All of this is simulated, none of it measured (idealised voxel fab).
process module | voxel wiring stack
cross-section cut | 185 nm wide | cells 5 nm
A cross-section is a grid of square cells, given in bands from the top down. A band is one or more rows of cells.
Each band's line starts with the height of the band's top and of its bottom, in nm. Then come its materials from left to right, each with its width in nm. One material with "throughout" fills the band from edge to edge. "air" is empty space.
Height 0 is the level under which the wafer as received is all one material. The lowest band goes on downwards, as in "0 down".
A width such as "30 to 40" changes by the same amount from each row of cells to the next, from the band's top row to its bottom row.
"no change" after a step means that no cell of the cross-section changed.
closed voids: empty space of 8 cells or more with no open way to the top, each as width x height at its distance from the left edge, in nm
after a step's settings: what the simulator itself notes on the step
overlay nm, on a step with a mask: how far to the right of its planned place the mask lay; to the left if negative
plan
1 op RECEIVE | material Si
2 op CONFORMAL_DEP | material SiO2 | thk nm 15
3 op DIRECTIONAL_DEP | material TiN | thk nm 5
4 op DIRECTIONAL_DEP | material W | thk nm 15
5 op PATTERN | tone cover | mask id METAL_1 | material resist | width nm 20 | pitch nm 45 | thk nm 20 | overlay nm 0
6 op DIRECTIONAL_ETCH | etch materials W | depth nm 15
7 op DIRECTIONAL_ETCH | etch materials TiN | depth nm 5
8 op STRIP | etch materials resist
9 op CONFORMAL_DEP | material SiN | thk nm 5
10 op FILL_DEP | material lowk | thk nm 5
11 op CMP | height nm 35
12 op CONFORMAL_DEP | material SiCN | thk nm 5
13 op DIRECTIONAL_DEP | material SiO2 | thk nm 35
14 op MASKED_ETCH | tone open | mask id METAL_2 | width nm 20 | pitch nm 45 | etch materials SiO2 | depth nm 20 | overlay nm 0
15 op DIRECTIONAL_DEP | material aC | thk nm 15
16 op PATTERN | tone open | mask id METAL_2_HOLES | material resist | width nm 15 | pitch nm 45 | thk nm 35 | overlay nm 0
17 op DIRECTIONAL_ETCH | etch materials aC | depth nm 15
18 op STRIP | etch materials resist
19 op DIRECTIONAL_ETCH | etch materials SiO2 | depth nm 15
20 op DIRECTIONAL_ETCH | etch materials SiCN | depth nm 5
21 op STRIP | etch materials aC
22 op CONFORMAL_DEP | material TiN | thk nm 5
23 op FILL_DEP | material Cu | thk nm 5
24 op CMP | height nm 75
25 op CONFORMAL_DEP | material SiCN | thk nm 5
26 op DIRECTIONAL_DEP | material lowk | thk nm 10
27 op PATTERN | tone open | mask id PLUG_2 | material resist | width nm 15 | thk nm 20 | overlay nm 0
28 op DIRECTIONAL_ETCH | etch materials lowk | depth nm 10
29 op DIRECTIONAL_ETCH | etch materials SiCN | depth nm 5
30 op STRIP | etch materials resist
31 op CONFORMAL_DEP | material TiN | thk nm 5
32 op FILL_DEP | material W | thk nm 5
33 op CMP | height nm 90
34 op CONFORMAL_DEP | material SiCN | thk nm 5
35 op DIRECTIONAL_DEP | material SiO2 | thk nm 25
36 op PATTERN | tone open | mask id METAL_3 | material resist | width nm 20 | pitch nm 45 | thk nm 20 | overlay nm 0
37 op DIRECTIONAL_ETCH | etch materials SiO2 | depth nm 25
38 op DIRECTIONAL_ETCH | etch materials SiCN | depth nm 5
39 op STRIP | etch materials resist
40 op CONFORMAL_DEP | material TiN | thk nm 5
41 op FILL_DEP | material Cu | thk nm 10
42 op CMP | height nm 120
43 op CONFORMAL_DEP | material SiCN | thk nm 5
44 op DIRECTIONAL_DEP | material lowk | thk nm 10
45 op PATTERN | tone open | mask id PLUG_3 | material resist | width nm 15 | pitch nm 45 | thk nm 15 | overlay nm 0
46 op DIRECTIONAL_ETCH | etch materials lowk | depth nm 10
47 op DIRECTIONAL_ETCH | etch materials SiCN | depth nm 5
48 op STRIP | etch materials resist
49 op EPI | material Ru | thk nm 10
50 op EPI | material Ru | thk nm 5
51 op DIRECTIONAL_DEP | material TiN | thk nm 5
52 op DIRECTIONAL_DEP | material W | thk nm 25
53 op MASKED_ETCH | tone cover | mask id METAL_4 | width nm 20 | pitch nm 45 | etch materials W | depth nm 25 | overlay nm 0
54 op MASKED_ETCH | tone cover | mask id METAL_4 | width nm 20 | pitch nm 45 | etch materials TiN | depth nm 5 | overlay nm 0
55 op CONFORMAL_DEP | material SiN | thk nm 5
56 op FILL_DEP | material SiO2 | thk nm 10
57 op CMP | height nm 165
58 op CONFORMAL_DEP | material SiN | thk nm 5
as received, after step 1
  0 down: Si throughout
  closed voids: none
a wafer at the end: this start, this plan, one mistake
  170 to 165: SiN throughout
  165 to 140: SiO2 55 | SiN 5 | W 20 | SiN 5 | SiO2 15 | SiN 5 | W 20 | SiN 5 | SiO2 55
  140 to 135: SiN 60 | TiN 20 | SiN 25 | TiN 20 | SiN 60
  135 to 125: lowk 60 | Ru 15 | lowk 30 | Ru 15 | lowk 65
  125 to 120: SiCN 60 | Ru 15 | SiCN 30 | Ru 15 | SiCN 65
  120 to 95: SiO2 60 | TiN 5 | Ru 10 | TiN 5 | SiO2 25 | TiN 5 | Ru 10 | TiN 5 | SiO2 60
  95 to 90: SiCN 60 | TiN 20 | SiCN 25 | TiN 20 | SiCN 60
  90 to 80: lowk 60 | TiN 5 | W 5 | TiN 5 | lowk 110
  80 to 75: SiCN 60 | TiN 15 | SiCN 110
  75 to 60: SiO2 60 | TiN 5 | Cu 10 | TiN 5 | SiO2 25 | TiN 5 | Cu 10 | TiN 5 | SiO2 60
  60 to 55: SiO2 60 | TiN 5 | Cu 5 | TiN 10 | SiO2 25 | TiN 5 | Cu 5 | TiN 10 | SiO2 60
  55 to 40: SiO2 60 | TiN 5 | Cu 5 | TiN 5 | SiO2 30 | TiN 5 | Cu 5 | TiN 5 | SiO2 65
  40 to 35: SiCN 60 | TiN 15 | SiCN 30 | TiN 15 | SiCN 65
  35 to 20: lowk 55 | SiN 5 | W 20 | SiN 5 | lowk 15 | SiN 5 | W 20 | SiN 5 | lowk 55
  20 to 15: SiN 60 | TiN 20 | SiN 25 | TiN 20 | SiN 60
  15 to 0: SiO2 throughout
  0 down: Si throughout
  closed voids: none
what went wrong: step 41 ran as: op FILL_DEP | material Ru | thk nm 10
